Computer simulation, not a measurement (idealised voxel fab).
The name of this process module is voxel ribs on slabs.
The width of the displayed cross-section, cut, is 280 nm; its cells are square, with a size of 5 nm.
We lay out every cross-section as a grid of square cells and spell it out in bands from the top down, where one band means one or more rows of cells. The band entry comprises the height of the band's top followed by the height of its bottom, expressed in nm, and subsequently the band's materials from left to right, each stated together with its width in nm. Where a single material is marked with the word "throughout", that material fills the band from edge to edge. The word "air" represents empty space. The reference from which all heights are counted is 0, the level beneath which the as-received wafer is entirely one material; the lowest band, having no lower bound, proceeds downward and is written after the example "0..down". Width "30 to 40": first value at the band's top row of cells, second value at its bottom row, equal change from row to row. "no alteration", as given for a step, is the statement that not any cell of the cross-section underwent a change during that step. Under "Trapped void list" you'll find the enclosed gaps, the ones with no way out to the top, that are 8 cells or bigger; each reads width x height at distance, with distance counted from the left edge, everything in nm. The remark found on a step's line after its settings is issued by the simulator itself and pertains to that step. overlay nm: for a step with a mask, the amount by which the mask lay right of where it was planned; a negative amount means left of it.

**Planned process steps**
1: RECEIVE, material Si
2: DIRECTIONAL_DEP, material SiO2, thk nm 25
3: DIRECTIONAL_DEP, material polySi, thk nm 25
4: MASKED_ETCH, tone cover, mask id RIB, width nm 25, etch materials polySi, depth nm 10, overlay nm 0
5: DIRECTIONAL_DEP, material aC, thk nm 15
6: PATTERN, tone cover, mask id SLAB, material resist, width nm 55, thk nm 35, overlay nm 0
7: DIRECTIONAL_ETCH, etch materials aC, depth nm 15
8: STRIP, etch materials resist
9: DIRECTIONAL_ETCH, etch materials polySi, depth nm 15
10: STRIP, etch materials aC
11: FILL_DEP, material SiO2, thk nm 15
12: CMP, height nm 60
13: DIRECTIONAL_DEP, material TiN, thk nm 10
14: MASKED_ETCH, tone cover, mask id HEATER, width nm 35, etch materials TiN, depth nm 10, overlay nm 0
15: CONFORMAL_DEP, material SiN, thk nm 5

**Wafer, first of two, run as planned**

**Cross-section of the wafer upon arrival, representing the state reached after step 1**
> 0..down: Si throughout
> Trapped void list: none

**How the wafer stands in section after step 2**
> 25..0: SiO2 throughout
> Unchanged below 0.

**How the wafer stands in section after step 3**
> 50..25: polySi throughout
> Unchanged below 25.

**How the wafer stands in section after step 4**
> 50..40: air 125, polySi 25, air 130
> Unchanged below 40.

**How the wafer stands in section after step 5**
> 65..55: air 125, aC 25, air 130
> 55..50: aC throughout
> 50..40: aC 125, polySi 25, aC 130
> Unchanged below 40.

**How the wafer stands in section after step 6**
> 100..65: air 110, resist 55, air 115
> 65..55: air 110, resist 15, aC 25, resist 15, air 115
> Unchanged below 55.

**How the wafer stands in section after step 7**
> 85..65: air 110, resist 55, air 115
> 65..55: air 110, resist 15, aC 25, resist 15, air 115
> 55..50: air 110, aC 55, air 115
> 50..40: air 110, aC 15, polySi 25, aC 15, air 115
> Unchanged below 40.

**How the wafer stands in section after step 8**
> 65..55: air 125, aC 25, air 130
> Unchanged below 55.

**How the wafer stands in section after step 9**
> 65..55: air 125, aC 25, air 130
> 55..50: air 110, aC 55, air 115
> 50..40: air 110, aC 15, polySi 25, aC 15, air 115
> 40..25: air 110, polySi 55, air 115
> Unchanged below 25.

**How the wafer stands in section after step 10**
> 50..40: air 125, polySi 25, air 130
> Unchanged below 40.

**How the wafer stands in section after step 11**
> 65..50: SiO2 throughout
> 50..40: SiO2 125, polySi 25, SiO2 130
> 40..25: SiO2 110, polySi 55, SiO2 115
> Unchanged below 25.

**How the wafer stands in section after step 12**
> 60..50: SiO2 throughout
> Unchanged below 50.

**How the wafer stands in section after step 13**
> 70..60: TiN throughout
> Unchanged below 60.

**How the wafer stands in section after step 14**
> 70..60: air 120, TiN 35, air 125
> Unchanged below 60.

**How the wafer stands in section after step 15**
> 75..70: air 115, SiN 45, air 120
> 70..65: air 115, SiN 5, TiN 35, SiN 5, air 120
> 65..60: SiN 120, TiN 35, SiN 125
> Unchanged below 60.

**Now the other wafer: same start, same recipe, but we messed up one thing when running it. Up to and including step 1 it's the same as the first one**

**Cross-section, second wafer, at the end time the plan gives for step 2**
> 50..0: SiO2 throughout
> Unchanged below 0.

**Cross-section, second wafer, at the end time the plan gives for step 3**
> 75..50: polySi throughout
> Unchanged below 50.

**Cross-section, second wafer, at the end time the plan gives for step 4**
> 75..65: air 125, polySi 25, air 130
> Unchanged below 65.

**Cross-section, second wafer, at the end time the plan gives for step 5**
> 90..80: air 125, aC 25, air 130
> 80..75: aC throughout
> 75..65: aC 125, polySi 25, aC 130
> Unchanged below 65.

**Cross-section, second wafer, at the end time the plan gives for step 6**
> 125..90: air 110, resist 55, air 115
> 90..80: air 110, resist 15, aC 25, resist 15, air 115
> Unchanged below 80.

**Cross-section, second wafer, at the end time the plan gives for step 7**
> 110..90: air 110, resist 55, air 115
> 90..80: air 110, resist 15, aC 25, resist 15, air 115
> 80..75: air 110, aC 55, air 115
> 75..65: air 110, aC 15, polySi 25, aC 15, air 115
> Unchanged below 65.

**Cross-section, second wafer, at the end time the plan gives for step 8**
> 90..80: air 125, aC 25, air 130
> Unchanged below 80.

**Cross-section, second wafer, at the end time the plan gives for step 9**
> 90..80: air 125, aC 25, air 130
> 80..75: air 110, aC 55, air 115
> 75..65: air 110, aC 15, polySi 25, aC 15, air 115
> 65..50: air 110, polySi 55, air 115
> Unchanged below 50.

**Cross-section, second wafer, at the end time the plan gives for step 10**
> 75..65: air 125, polySi 25, air 130
> Unchanged below 65.

**Cross-section, second wafer, at the end time the plan gives for step 11**
> 90..75: SiO2 throughout
> 75..65: SiO2 125, polySi 25, SiO2 130
> 65..50: SiO2 110, polySi 55, SiO2 115
> Unchanged below 50.

**Cross-section, second wafer, at the end time the plan gives for step 12**
> 60..50: SiO2 110, polySi 55, SiO2 115
> Unchanged below 50.

**Cross-section, second wafer, at the end time the plan gives for step 13**
> 70..60: TiN throughout
> Unchanged below 60.

**Cross-section, second wafer, at the end time the plan gives for step 14**
> 70..60: air 120, TiN 35, air 125
> Unchanged below 60.

**Cross-section, second wafer, at the end time the plan gives for step 15**
> 75..70: air 115, SiN 45, air 120
> 70..65: air 115, SiN 5, TiN 35, SiN 5, air 120
> 65..60: SiN 120, TiN 35, SiN 125
> Unchanged below 60.
The mistake made against the process plan was this: plan step 2 ran twice
Looking at both finished wafers in cells, the second ends up ahead of or behind the first on some materials: +21 SiO2, -21 polySi
